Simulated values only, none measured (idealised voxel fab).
Title: Process Module voxel transistor to metal
Square cell edge 5 nm, section width 190 nm, ID cut.
Format of a cross-section: grid, square cells. Given as bands. Order: top down. Band: one or more rows of cells.
Top, bottom (nm), then materials left to right with widths (nm); lone material tagged "all across" fills the whole band edge to edge; "air" = empty space.
Heights are reckoned from 0. Under this level, the received wafer is all of one material. The bottommost band is open-ended downward, for example "0..down".
Per-row width for "30 to 40": begins at first number (top row of band), ends at second number (bottom row), increment between rows held constant.
"remains unaltered" means the step left every cell of the cross-section as it was.
Closed-off voids of 8+ cells (no open route to the top) go in "Sealed cavities", written width x height at distance from the left edge, in nm.
It should be noted that, on the line of a given step, the content following the step's settings is a remark produced by the simulator itself with respect to that step.
You can add "overlay nm" to a step's line. For a step with a mask, it describes how far the mask lay to the right of its planned position, and a negative number describes a lay to the left.

So here's the lineup of process steps we planned
1,RECEIVE | material Si
2,OXIDIZE | depth nm 5
3,CONFORMAL_DEP | material SiN | thk nm 15
4,MASKED_ETCH | tone cover | mask id ACTIVE | width nm 135 | etch materials SiN | depth nm 15 | overlay nm 0
5,MASKED_ETCH | tone cover | mask id ACTIVE | width nm 135 | etch materials SiO2 | depth nm 5 | overlay nm 0
6,MASKED_ETCH | tone cover | mask id ACTIVE | width nm 135 | etch materials Si | depth nm 20 | overlay nm 0
7,FILL_DEP | material SiO2 | thk nm 10
8,CMP | height nm 15
9,SELECTIVE_ETCH | etch materials SiO2 | depth nm 5
10,STRIP | etch materials SiN
11,SELECTIVE_ETCH | etch materials SiO2 | depth nm 5
12,OXIDIZE | depth nm 5
13,DIRECTIONAL_DEP | material polySi | thk nm 30
14,DIRECTIONAL_DEP | material SiCN | thk nm 10
15,DIRECTIONAL_DEP | material aC | thk nm 15
16,PATTERN | tone cover | mask id GATE | material resist | width nm 35 | thk nm 30 | overlay nm 0
17,DIRECTIONAL_ETCH | etch materials aC | depth nm 15
18,STRIP | etch materials resist
19,DIRECTIONAL_ETCH | etch materials SiCN | depth nm 20
20,DIRECTIONAL_ETCH | etch materials polySi | depth nm 40
21,STRIP | etch materials aC
22,CONFORMAL_DEP | material SiN | thk nm 5
23,DIRECTIONAL_ETCH | etch materials SiN | depth nm 5
24,DIRECTIONAL_ETCH | etch materials SiO2 | depth nm 5
25,DIRECTIONAL_ETCH | etch materials Si | depth nm 5
26,EPI | material nSi | thk nm 5
27,FILL_DEP | material SiO2 | thk nm 10
28,CMP | height nm 25
29,STRIP | etch materials polySi
30,SELECTIVE_ETCH | etch materials SiO2 | depth nm 5
31,CONFORMAL_DEP | material HfO2 | thk nm 5
32,CONFORMAL_DEP | material TiN | thk nm 5
33,FILL_DEP | material W | thk nm 10
34,CMP | height nm 20
35,DIRECTIONAL_DEP | material SiO2 | thk nm 15
36,MASKED_ETCH | tone open | mask id CONTACT | width nm 20 | pitch nm 95 | etch materials SiO2 | depth nm 45 | overlay nm 0
37,CONFORMAL_DEP | material TiN | thk nm 5
38,FILL_DEP | material W | thk nm 5
39,CMP | height nm 35
40,DIRECTIONAL_DEP | material TiN | thk nm 5
41,DIRECTIONAL_DEP | material W | thk nm 20
42,MASKED_ETCH | tone cover | mask id METAL_1 | width nm 20 | pitch nm 95 | etch materials W | depth nm 20 | overlay nm 0
43,MASKED_ETCH | tone cover | mask id METAL_1 | width nm 20 | pitch nm 95 | etch materials TiN | depth nm 5 | overlay nm 0
44,FILL_DEP | material lowk | thk nm 10
45,CMP | height nm 60
46,CONFORMAL_DEP | material SiCN | thk nm 5

First wafer, as planned

This is the cross-section of the wafer as we received it, i.e. after step 1
- 0..down: Si all across
- Sealed cavities: none

Wafer section view after processing step 2
- 0..-5: SiO2 all across
- All layers under -5 are left as they were.

Wafer section view after processing step 3
- 15..0: SiN all across
- All layers under 0 are left as they were.

Wafer section view after processing step 4
- 15..0: air (25), then SiN (135), then air (30)
- All layers under 0 are left as they were.

Wafer section view after processing step 5
- 15..0: air (25), then SiN (135), then air (30)
- 0..-5: air (25), then SiO2 (135), then air (30)
- All layers under -5 are left as they were.

Wafer section view after processing step 6
- 15..0: air (25), then SiN (135), then air (30)
- 0..-5: air (25), then SiO2 (135), then air (30)
- -5..-25: air (25), then Si (135), then air (30)
- All layers under -25 are left as they were.

Wafer section view after processing step 7
- 25..15: SiO2 all across
- 15..0: SiO2 (25), then SiN (135), then SiO2 (30)
- 0..-5: SiO2 all across
- -5..-25: SiO2 (25), then Si (135), then SiO2 (30)
- All layers under -25 are left as they were.

Wafer section view after processing step 8
- 15..0: SiO2 (25), then SiN (135), then SiO2 (30)
- All layers under 0 are left as they were.

Wafer section view after processing step 9
- 15..10: air (25), then SiN (135), then air (30)
- All layers under 10 are left as they were.

Wafer section view after processing step 10
- 10..0: SiO2 (25), then air (135), then SiO2 (30)
- All layers under 0 are left as they were.

Wafer section view after processing step 11
- 5..-5: SiO2 (20), then air (145), then SiO2 (25)
- All layers under -5 are left as they were.

Wafer section view after processing step 12
- 5..-5: SiO2 (20), then air (145), then SiO2 (25)
- -5..-10: SiO2 all across
- All layers under -10 are left as they were.

Wafer section view after processing step 13
- 35..25: polySi (20), then air (145), then polySi (25)
- 25..5: polySi all across
- 5..-5: SiO2 (20), then polySi (145), then SiO2 (25)
- All layers under -5 are left as they were.

Wafer section view after processing step 14
- 45..35: SiCN (20), then air (145), then SiCN (25)
- 35..25: polySi (20), then SiCN (145), then polySi (25)
- All layers under 25 are left as they were.

Wafer section view after processing step 15
- 60..50: aC (20), then air (145), then aC (25)
- 50..45: aC all across
- 45..35: SiCN (20), then aC (145), then SiCN (25)
- All layers under 35 are left as they were.

Wafer section view after processing step 16
- 90..60: air (75), then resist (35), then air (80)
- 60..50: aC (20), then air (55), then resist (35), then air (55), then aC (25)
- All layers under 50 are left as they were.

Wafer section view after processing step 17
- 75..50: air (75), then resist (35), then air (80)
- 50..45: air (75), then aC (35), then air (80)
- 45..35: SiCN (20), then air (55), then aC (35), then air (55), then SiCN (25)
- All layers under 35 are left as they were.

Wafer section view after processing step 18
- 50..45: air (75), then aC (35), then air (80)
- All layers under 45 are left as they were.

Wafer section view after processing step 19
- 50..35: air (75), then aC (35), then air (80)
- 35..25: polySi (20), then air (55), then SiCN (35), then air (55), then polySi (25)
- All layers under 25 are left as they were.

Wafer section view after processing step 20
- 50..35: air (75), then aC (35), then air (80)
- 35..25: air (75), then SiCN (35), then air (80)
- 25..5: air (75), then polySi (35), then air (80)
- 5..-5: SiO2 (20), then air (55), then polySi (35), then air (55), then SiO2 (25)
- All layers under -5 are left as they were.

Wafer section view after processing step 21
- 35..25: air (75), then SiCN (35), then air (80)
- All layers under 25 are left as they were.

Wafer section view after processing step 22
- 40..35: air (70), then SiN (45), then air (75)
- 35..25: air (70), then SiN (5), then SiCN (35), then SiN (5), then air (75)
- 25..10: air (70), then SiN (5), then polySi (35), then SiN (5), then air (75)
- 10..5: SiN (25), then air (45), then SiN (5), then polySi (35), then SiN (5), then air (45), then SiN (30)
- 5..0: SiO2 (20), then SiN (5), then air (45), then SiN (5), then polySi (35), then SiN (5), then air (45), then SiN (5), then SiO2 (25)
- 0..-5: SiO2 (20), then SiN (55), then polySi (35), then SiN (55), then SiO2 (25)
- All layers under -5 are left as they were.

Wafer section view after processing step 23
- 35..25: air (70), then SiN (5), then SiCN (35), then SiN (5), then air (75)
- 25..5: air (70), then SiN (5), then polySi (35), then SiN (5), then air (75)
- 5..-5: SiO2 (20), then SiN (5), then air (45), then SiN (5), then polySi (35), then SiN (5), then air (45), then SiN (5), then SiO2 (25)
- All layers under -5 are left as they were.

Wafer section view after processing step 24
- 35..25: air (70), then SiN (5), then SiCN (35), then SiN (5), then air (75)
- 25..5: air (70), then SiN (5), then polySi (35), then SiN (5), then air (75)
- 5..0: air (20), then SiN (5), then air (45), then SiN (5), then polySi (35), then SiN (5), then air (45), then SiN (5), then air (25)
- 0..-5: SiO2 (20), then SiN (5), then air (45), then SiN (5), then polySi (35), then SiN (5), then air (45), then SiN (5), then SiO2 (25)
- -5..-10: SiO2 (25), then air (45), then SiO2 (45), then air (45), then SiO2 (30)
- All layers under -10 are left as they were.

Wafer section view after processing step 25
- 35..25: air (70), then SiN (5), then SiCN (35), then SiN (5), then air (75)
- 25..5: air (70), then SiN (5), then polySi (35), then SiN (5), then air (75)
- 5..0: air (20), then SiN (5), then air (45), then SiN (5), then polySi (35), then SiN (5), then air (45), then SiN (5), then air (25)
- 0..-5: SiO2 (20), then SiN (5), then air (45), then SiN (5), then polySi (35), then SiN (5), then air (45), then SiN (5), then SiO2 (25)
- -5..-10: SiO2 (25), then air (45), then SiO2 (45), then air (45), then SiO2 (30)
- -10..-15: SiO2 (25), then air (45), then Si (45), then air (45), then SiO2 (30)
- All layers under -15 are left as they were.

Wafer section view after processing step 26
- 35..25: air (70), then SiN (5), then SiCN (35), then SiN (5), then air (75)
- 25..5: air (70), then SiN (5), then polySi (35), then SiN (5), then air (75)
- 5..0: air (20), then SiN (5), then air (45), then SiN (5), then polySi (35), then SiN (5), then air (45), then SiN (5), then air (25)
- 0..-5: SiO2 (20), then SiN (5), then air (45), then SiN (5), then polySi (35), then SiN (5), then air (45), then SiN (5), then SiO2 (25)
- -5..-10: SiO2 (25), then air (40), then nSi (5), then SiO2 (45), then nSi (5), then air (40), then SiO2 (30)
- -10..-15: SiO2 (25), then nSi (45), then Si (45), then nSi (45), then SiO2 (30)
- All layers under -15 are left as they were.

Wafer section view after processing step 27
- 45..35: SiO2 all across
- 35..25: SiO2 (70), then SiN (5), then SiCN (35), then SiN (5), then SiO2 (75)
- 25..5: SiO2 (70), then SiN (5), then polySi (35), then SiN (5), then SiO2 (75)
- 5..-5: SiO2 (20), then SiN (5), then SiO2 (45), then SiN (5), then polySi (35), then SiN (5), then SiO2 (45), then SiN (5), then SiO2 (25)
- -5..-10: SiO2 (65), then nSi (5), then SiO2 (45), then nSi (5), then SiO2 (70)
- All layers under -10 are left as they were.

Wafer section view after processing step 28
- 25..5: SiO2 (70), then SiN (5), then polySi (35), then SiN (5), then SiO2 (75)
- All layers under 5 are left as they were.

Wafer section view after processing step 29
- 25..5: SiO2 (70), then SiN (5), then air (35), then SiN (5), then SiO2 (75)
- 5..-5: SiO2 (20), then SiN (5), then SiO2 (45), then SiN (5), then air (35), then SiN (5), then SiO2 (45), then SiN (5), then SiO2 (25)
- All layers under -5 are left as they were.

Wafer section view after processing step 30
- 25..20: air (70), then SiN (5), then air (35), then SiN (5), then air (75)
- 20..5: SiO2 (70), then SiN (5), then air (35), then SiN (5), then SiO2 (75)
- 5..-5: SiO2 (20), then SiN (5), then SiO2 (45), then SiN (5), then air (35), then SiN (5), then SiO2 (45), then SiN (5), then SiO2 (25)
- -5..-10: SiO2 (65), then nSi (5), then air (45), then nSi (5), then SiO2 (70)
- All layers under -10 are left as they were.

Wafer section view after processing step 31
- 30..25: air (65), then HfO2 (15), then air (25), then HfO2 (15), then air (70)
- 25..20: HfO2 (70), then SiN (5), then HfO2 (5), then air (25), then HfO2 (5), then SiN (5), then HfO2 (75)
- 20..5: SiO2 (70), then SiN (5), then HfO2 (5), then air (25), then HfO2 (5), then SiN (5), then SiO2 (75)
- 5..-5: SiO2 (20), then SiN (5), then SiO2 (45), then SiN (5), then HfO2 (5), then air (25), then HfO2 (5), then SiN (5), then SiO2 (45), then SiN (5), then SiO2 (25)
- -5..-10: SiO2 (65), then nSi (5), then HfO2 (45), then nSi (5), then SiO2 (70)
- All layers under -10 are left as they were.

Wafer section view after processing step 32
- 35..30: air (60), then TiN (25), then air (15), then TiN (25), then air (65)
- 30..25: TiN (65), then HfO2 (15), then TiN (5), then air (15), then TiN (5), then HfO2 (15), then TiN (70)
- 25..20: HfO2 (70), then SiN (5), then HfO2 (5), then TiN (5), then air (15), then TiN (5), then HfO2 (5), then SiN (5), then HfO2 (75)
- 20..5: SiO2 (70), then SiN (5), then HfO2 (5), then TiN (5), then air (15), then TiN (5), then HfO2 (5), then SiN (5), then SiO2 (75)
- 5..0: SiO2 (20), then SiN (5), then SiO2 (45), then SiN (5), then HfO2 (5), then TiN (5), then air (15), then TiN (5), then HfO2 (5), then SiN (5), then SiO2 (45), then SiN (5), then SiO2 (25)
- 0..-5: SiO2 (20), then SiN (5), then SiO2 (45), then SiN (5), then HfO2 (5), then TiN (25), then HfO2 (5), then SiN (5), then SiO2 (45), then SiN (5), then SiO2 (25)
- All layers under -5 are left as they were.

Wafer section view after processing step 33
- 45..35: W all across
- 35..30: W (60), then TiN (25), then W (15), then TiN (25), then W (65)
- 30..25: TiN (65), then HfO2 (15), then TiN (5), then W (15), then TiN (5), then HfO2 (15), then TiN (70)
- 25..20: HfO2 (70), then SiN (5), then HfO2 (5), then TiN (5), then W (15), then TiN (5), then HfO2 (5), then SiN (5), then HfO2 (75)
- 20..5: SiO2 (70), then SiN (5), then HfO2 (5), then TiN (5), then W (15), then TiN (5), then HfO2 (5), then SiN (5), then SiO2 (75)
- 5..0: SiO2 (20), then SiN (5), then SiO2 (45), then SiN (5), then HfO2 (5), then TiN (5), then W (15), then TiN (5), then HfO2 (5), then SiN (5), then SiO2 (45), then SiN (5), then SiO2 (25)
- All layers under 0 are left as they were.

Wafer section view after processing step 34
- 20..5: SiO2 (70), then SiN (5), then HfO2 (5), then TiN (5), then W (15), then TiN (5), then HfO2 (5), then SiN (5), then SiO2 (75)
- All layers under 5 are left as they were.

Wafer section view after processing step 35
- 35..20: SiO2 all across
- All layers under 20 are left as they were.

Wafer section view after processing step 36
- 35..20: SiO2 (35), then air (20), then SiO2 (75), then air (20), then SiO2 (40)
- 20..5: SiO2 (35), then air (20), then SiO2 (15), then SiN (5), then HfO2 (5), then TiN (5), then W (15), then TiN (5), then HfO2 (5), then SiN (5), then SiO2 (15), then air (20), then SiO2 (40)
- 5..0: SiO2 (20), then SiN (5), then SiO2 (10), then air (20), then SiO2 (15), then SiN (5), then HfO2 (5), then TiN (5), then W (15), then TiN (5), then HfO2 (5), then SiN (5), then SiO2 (15), then air (20), then SiO2 (10), then SiN (5), then SiO2 (25)
- 0..-5: SiO2 (20), then SiN (5), then SiO2 (10), then air (20), then SiO2 (15), then SiN (5), then HfO2 (5), then TiN (25), then HfO2 (5), then SiN (5), then SiO2 (15), then air (20), then SiO2 (10), then SiN (5), then SiO2 (25)
- -5..-10: SiO2 (35), then air (20), then SiO2 (10), then nSi (5), then HfO2 (45), then nSi (5), then SiO2 (10), then air (20), then SiO2 (40)
- All layers under -10 are left as they were.

Wafer section view after processing step 37
- 40..35: TiN (40), then air (10), then TiN (85), then air (10), then TiN (45)
- 35..20: SiO2 (35), then TiN (5), then air (10), then TiN (5), then SiO2 (75), then TiN (5), then air (10), then TiN (5), then SiO2 (40)
- 20..5: SiO2 (35), then TiN (5), then air (10), then TiN (5), then SiO2 (15), then SiN (5), then HfO2 (5), then TiN (5), then W (15), then TiN (5), then HfO2 (5), then SiN (5), then SiO2 (15), then TiN (5), then air (10), then TiN (5), then SiO2 (40)
- 5..0: SiO2 (20), then SiN (5), then SiO2 (10), then TiN (5), then air (10), then TiN (5), then SiO2 (15), then SiN (5), then HfO2 (5), then TiN (5), then W (15), then TiN (5), then HfO2 (5), then SiN (5), then SiO2 (15), then TiN (5), then air (10), then TiN (5), then SiO2 (10), then SiN (5), then SiO2 (25)
- 0..-5: SiO2 (20), then SiN (5), then SiO2 (10), then TiN (5), then air (10), then TiN (5), then SiO2 (15), then SiN (5), then HfO2 (5), then TiN (25), then HfO2 (5), then SiN (5), then SiO2 (15), then TiN (5), then air (10), then TiN (5), then SiO2 (10), then SiN (5), then SiO2 (25)
- -5..-10: SiO2 (35), then TiN (20), then SiO2 (10), then nSi (5), then HfO2 (45), then nSi (5), then SiO2 (10), then TiN (20), then SiO2 (40)
- All layers under -10 are left as they were.

Wafer section view after processing step 38
- 45..40: W all across
- 40..35: TiN (40), then W (10), then TiN (85), then W (10), then TiN (45)
- 35..20: SiO2 (35), then TiN (5), then W (10), then TiN (5), then SiO2 (75), then TiN (5), then W (10), then TiN (5), then SiO2 (40)
- 20..5: SiO2 (35), then TiN (5), then W (10), then TiN (5), then SiO2 (15), then SiN (5), then HfO2 (5), then TiN (5), then W (15), then TiN (5), then HfO2 (5), then SiN (5), then SiO2 (15), then TiN (5), then W (10), then TiN (5), then SiO2 (40)
- 5..0: SiO2 (20), then SiN (5), then SiO2 (10), then TiN (5), then W (10), then TiN (5), then SiO2 (15), then SiN (5), then HfO2 (5), then TiN (5), then W (15), then TiN (5), then HfO2 (5), then SiN (5), then SiO2 (15), then TiN (5), then W (10), then TiN (5), then SiO2 (10), then SiN (5), then SiO2 (25)
- 0..-5: SiO2 (20), then SiN (5), then SiO2 (10), then TiN (5), then W (10), then TiN (5), then SiO2 (15), then SiN (5), then HfO2 (5), then TiN (25), then HfO2 (5), then SiN (5), then SiO2 (15), then TiN (5), then W (10), then TiN (5), then SiO2 (10), then SiN (5), then SiO2 (25)
- All layers under -5 are left as they were.

Wafer section view after processing step 39
- 35..20: SiO2 (35), then TiN (5), then W (10), then TiN (5), then SiO2 (75), then TiN (5), then W (10), then TiN (5), then SiO2 (40)
- All layers under 20 are left as they were.

Wafer section view after processing step 40
- 40..35: TiN all across
- All layers under 35 are left as they were.

Wafer section view after processing step 41
- 60..40: W all across
- All layers under 40 are left as they were.

Wafer section view after processing step 42
- 60..40: air (35), then W (20), then air (75), then W (20), then air (40)
- All layers under 40 are left as they were.

Wafer section view after processing step 43
- 60..40: air (35), then W (20), then air (75), then W (20), then air (40)
- 40..35: air (35), then TiN (20), then air (75), then TiN (20), then air (40)
- All layers under 35 are left as they were.

Wafer section view after processing step 44
- 70..60: lowk all across
- 60..40: lowk (35), then W (20), then lowk (75), then W (20), then lowk (40)
- 40..35: lowk (35), then TiN (20), then lowk (75), then TiN (20), then lowk (40)
- All layers under 35 are left as they were.

Wafer section view after processing step 45
- 60..40: lowk (35), then W (20), then lowk (75), then W (20), then lowk (40)
- All layers under 40 are left as they were.

Wafer section view after processing step 46
- 65..60: SiCN all across
- All layers under 60 are left as they were.

Wafer two: like wafer one in start and plan, but with one mistake in execution; identical up to and including step 42

Second wafer: cross-section at the scheduled end of step 43
- 60..40: air (35), then W (20), then air (75), then W (20), then air (40)
- 40..35: air (30), then TiN (25), then air (70), then TiN (25), then air (40)
- All layers under 35 are left as they were.

Second wafer: cross-section at the scheduled end of step 44
- 70..60: lowk all across
- 60..40: lowk (35), then W (20), then lowk (75), then W (20), then lowk (40)
- 40..35: lowk (30), then TiN (25), then lowk (70), then TiN (25), then lowk (40)
- All layers under 35 are left as they were.

Second wafer: cross-section at the scheduled end of step 45
- 60..40: lowk (35), then W (20), then lowk (75), then W (20), then lowk (40)
- All layers under 40 are left as they were.

Second wafer: cross-section at the scheduled end of step 46
- 65..60: SiCN all across
- All layers under 60 are left as they were.
what went wrong: step 43 went in with a setting other than planned; the actual run was MASKED_ETCH | tone cover | mask id METAL_1 | width nm 20 | pitch nm 95 | etch materials TiN | depth nm 5 | overlay nm -5
Final wafer comparison in cells, second versus first, more or fewer per material: TiN: 2 more | lowk: 2 fewer
